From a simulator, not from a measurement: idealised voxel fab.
voxel quadruple lines: a process module
The cross-section shown here is cut; it is 150 nm wide and divided into square cells measuring 5 nm on a side.
Notation: cross-section as square-cell grid; stated in bands, top first, going down; one or more cell rows per band. Heights first: top, then bottom, in nm. Then materials, left to right, each with a width in nm. "all across" on a single material: fills the band edge to edge. "empty": empty space. A quick word on heights: they are counted from 0, and under that level the wafer as it came to us is one material throughout. The lowest band is different from the rest in having no bottom; it simply continues downward, written as in "0 nm and below". The expression "30 to 40" gives the width at the extremes of the band, the first number at its top row of cells and the second at its bottom row, with the width changing by equal amounts from each row to the next in between. Take "remains unaltered" at face value: in the step it is given for, the cross-section changed in none of its cells. "Sealed internal cavities": empty spaces of 8 cells or more with no open way to the top, each given as width x height at distance, distance from the left edge, all in nm. Formally, on a step line, whatever follows the settings is a remark that the simulator itself makes on the step. The "overlay nm" setting may appear on a step's line; for a step that uses a mask, it gives how far to the right of its planned position the mask lay, and a negative value indicates the left.

Planned step list for the process
1 RECEIVE: material Si
2 CONFORMAL_DEP: material Al2O3, thk nm 10
3 DIRECTIONAL_DEP: material W, thk nm 10
4 DIRECTIONAL_DEP: material polySi, thk nm 20
5 DIRECTIONAL_DEP: material aC, thk nm 20
6 PATTERN: tone cover, mask id MANDREL, material resist, width nm 30, thk nm 30, overlay nm 0
7 DIRECTIONAL_ETCH: etch materials aC, depth nm 20
8 STRIP: etch materials resist
9 CONFORMAL_DEP: material SiO2, thk nm 10
10 DIRECTIONAL_ETCH: etch materials SiO2, depth nm 10
11 STRIP: etch materials aC
12 DIRECTIONAL_ETCH: etch materials polySi, depth nm 20
13 STRIP: etch materials SiO2
14 CONFORMAL_DEP: material SiCN, thk nm 10
15 DIRECTIONAL_ETCH: etch materials SiCN, depth nm 10
16 STRIP: etch materials polySi
17 DIRECTIONAL_ETCH: etch materials W, depth nm 10
18 STRIP: etch materials SiCN

Below: the first of two wafers, run as planned

Here's what the wafer looked like in cross-section when it arrived - that's after step 1
- 0 nm and below: Si all across
- Sealed internal cavities: none

Wafer section view after processing step 2
- 10 nm to 0 nm: Al2O3 all across
- below 0: unchanged

Wafer section view after processing step 3
- 20 nm to 10 nm: W all across
- below 10: unchanged

Wafer section view after processing step 4
- 40 nm to 20 nm: polySi all across
- below 20: unchanged

Wafer section view after processing step 5
- 60 nm to 40 nm: aC all across
- below 40: unchanged

Wafer section view after processing step 6
- 90 nm to 60 nm: empty 60 nm  resist 30 nm  empty 60 nm
- below 60: unchanged

Wafer section view after processing step 7
- 70 nm to 60 nm: empty 60 nm  resist 30 nm  empty 60 nm
- 60 nm to 40 nm: empty 60 nm  aC 30 nm  empty 60 nm
- below 40: unchanged

Wafer section view after processing step 8
- 60 nm to 40 nm: empty 60 nm  aC 30 nm  empty 60 nm
- below 40: unchanged

Wafer section view after processing step 9
- 70 nm to 60 nm: empty 50 nm  SiO2 50 nm  empty 50 nm
- 60 nm to 50 nm: empty 50 nm  SiO2 10 nm  aC 30 nm  SiO2 10 nm  empty 50 nm
- 50 nm to 40 nm: SiO2 60 nm  aC 30 nm  SiO2 60 nm
- below 40: unchanged

Wafer section view after processing step 10
- 60 nm to 40 nm: empty 50 nm  SiO2 10 nm  aC 30 nm  SiO2 10 nm  empty 50 nm
- below 40: unchanged

Wafer section view after processing step 11
- 60 nm to 40 nm: empty 50 nm  SiO2 10 nm  empty 30 nm  SiO2 10 nm  empty 50 nm
- below 40: unchanged

Wafer section view after processing step 12
- 60 nm to 40 nm: empty 50 nm  SiO2 10 nm  empty 30 nm  SiO2 10 nm  empty 50 nm
- 40 nm to 20 nm: empty 50 nm  polySi 10 nm  empty 30 nm  polySi 10 nm  empty 50 nm
- below 20: unchanged

Wafer section view after processing step 13
- 40 nm to 20 nm: empty 50 nm  polySi 10 nm  empty 30 nm  polySi 10 nm  empty 50 nm
- below 20: unchanged

Wafer section view after processing step 14
- 50 nm to 40 nm: empty 40 nm  SiCN 30 nm  empty 10 nm  SiCN 30 nm  empty 40 nm
- 40 nm to 30 nm: empty 40 nm  SiCN 10 nm  polySi 10 nm  SiCN 10 nm  empty 10 nm  SiCN 10 nm  polySi 10 nm  SiCN 10 nm  empty 40 nm
- 30 nm to 20 nm: SiCN 50 nm  polySi 10 nm  SiCN 30 nm  polySi 10 nm  SiCN 50 nm
- below 20: unchanged

Wafer section view after processing step 15
- 40 nm to 20 nm: empty 40 nm  SiCN 10 nm  polySi 10 nm  SiCN 10 nm  empty 10 nm  SiCN 10 nm  polySi 10 nm  SiCN 10 nm  empty 40 nm
- below 20: unchanged

Wafer section view after processing step 16
- 40 nm to 20 nm: empty 40 nm  SiCN 10 nm  empty 10 nm  SiCN 10 nm  empty 10 nm  SiCN 10 nm  empty 10 nm  SiCN 10 nm  empty 40 nm
- below 20: unchanged

Wafer section view after processing step 17
- 40 nm to 20 nm: empty 40 nm  SiCN 10 nm  empty 10 nm  SiCN 10 nm  empty 10 nm  SiCN 10 nm  empty 10 nm  SiCN 10 nm  empty 40 nm
- 20 nm to 10 nm: empty 40 nm  W 10 nm  empty 10 nm  W 10 nm  empty 10 nm  W 10 nm  empty 10 nm  W 10 nm  empty 40 nm
- below 10: unchanged

Wafer section view after processing step 18
- 20 nm to 10 nm: empty 40 nm  W 10 nm  empty 10 nm  W 10 nm  empty 10 nm  W 10 nm  empty 10 nm  W 10 nm  empty 40 nm
- below 10: unchanged

Second wafer, same starting conditions and recipe as the first, one mistake in executing it, nothing differs from the first up to and including step 5

Second wafer, sectioned view, at step 6's planned end time
- 90 nm to 60 nm: resist 60 nm  empty 30 nm  resist 60 nm
- below 60: unchanged

Second wafer, sectioned view, at step 7's planned end time
- 70 nm to 60 nm: resist 60 nm  empty 30 nm  resist 60 nm
- 60 nm to 40 nm: aC 60 nm  empty 30 nm  aC 60 nm
- below 40: unchanged

Second wafer, sectioned view, at step 8's planned end time
- 60 nm to 40 nm: aC 60 nm  empty 30 nm  aC 60 nm
- below 40: unchanged

Second wafer, sectioned view, at step 9's planned end time
- 70 nm to 60 nm: SiO2 70 nm  empty 10 nm  SiO2 70 nm
- 60 nm to 50 nm: aC 60 nm  SiO2 10 nm  empty 10 nm  SiO2 10 nm  aC 60 nm
- 50 nm to 40 nm: aC 60 nm  SiO2 30 nm  aC 60 nm
- below 40: unchanged

Second wafer, sectioned view, at step 10's planned end time
- 60 nm to 40 nm: aC 60 nm  SiO2 10 nm  empty 10 nm  SiO2 10 nm  aC 60 nm
- below 40: unchanged

Second wafer, sectioned view, at step 11's planned end time
- 60 nm to 40 nm: empty 60 nm  SiO2 10 nm  empty 10 nm  SiO2 10 nm  empty 60 nm
- below 40: unchanged

Second wafer, sectioned view, at step 12's planned end time
- 60 nm to 40 nm: empty 60 nm  SiO2 10 nm  empty 10 nm  SiO2 10 nm  empty 60 nm
- 40 nm to 20 nm: empty 60 nm  polySi 10 nm  empty 10 nm  polySi 10 nm  empty 60 nm
- below 20: unchanged

Second wafer, sectioned view, at step 13's planned end time
- 40 nm to 20 nm: empty 60 nm  polySi 10 nm  empty 10 nm  polySi 10 nm  empty 60 nm
- below 20: unchanged

Second wafer, sectioned view, at step 14's planned end time
- 50 nm to 40 nm: empty 50 nm  SiCN 50 nm  empty 50 nm
- 40 nm to 30 nm: empty 50 nm  SiCN 10 nm  polySi 10 nm  SiCN 10 nm  polySi 10 nm  SiCN 10 nm  empty 50 nm
- 30 nm to 20 nm: SiCN 60 nm  polySi 10 nm  SiCN 10 nm  polySi 10 nm  SiCN 60 nm
- below 20: unchanged

Second wafer, sectioned view, at step 15's planned end time
- 40 nm to 20 nm: empty 50 nm  SiCN 10 nm  polySi 10 nm  SiCN 10 nm  polySi 10 nm  SiCN 10 nm  empty 50 nm
- below 20: unchanged

Second wafer, sectioned view, at step 16's planned end time
- 40 nm to 20 nm: empty 50 nm  SiCN 10 nm  empty 10 nm  SiCN 10 nm  empty 10 nm  SiCN 10 nm  empty 50 nm
- below 20: unchanged

Second wafer, sectioned view, at step 17's planned end time
- 40 nm to 20 nm: empty 50 nm  SiCN 10 nm  empty 10 nm  SiCN 10 nm  empty 10 nm  SiCN 10 nm  empty 50 nm
- 20 nm to 10 nm: empty 50 nm  W 10 nm  empty 10 nm  W 10 nm  empty 10 nm  W 10 nm  empty 50 nm
- below 10: unchanged

Second wafer, sectioned view, at step 18's planned end time
- 20 nm to 10 nm: empty 50 nm  W 10 nm  empty 10 nm  W 10 nm  empty 10 nm  W 10 nm  empty 50 nm
- below 10: unchanged
Finding, execution versus plan: step 6 was not run as planned; what actually ran was PATTERN: tone open, mask id MANDREL, material resist, width nm 30, thk nm 30, overlay nm 0
Per the end-of-run cell counts, the second wafer holds more or fewer of some materials than the first: W: 4 fewer
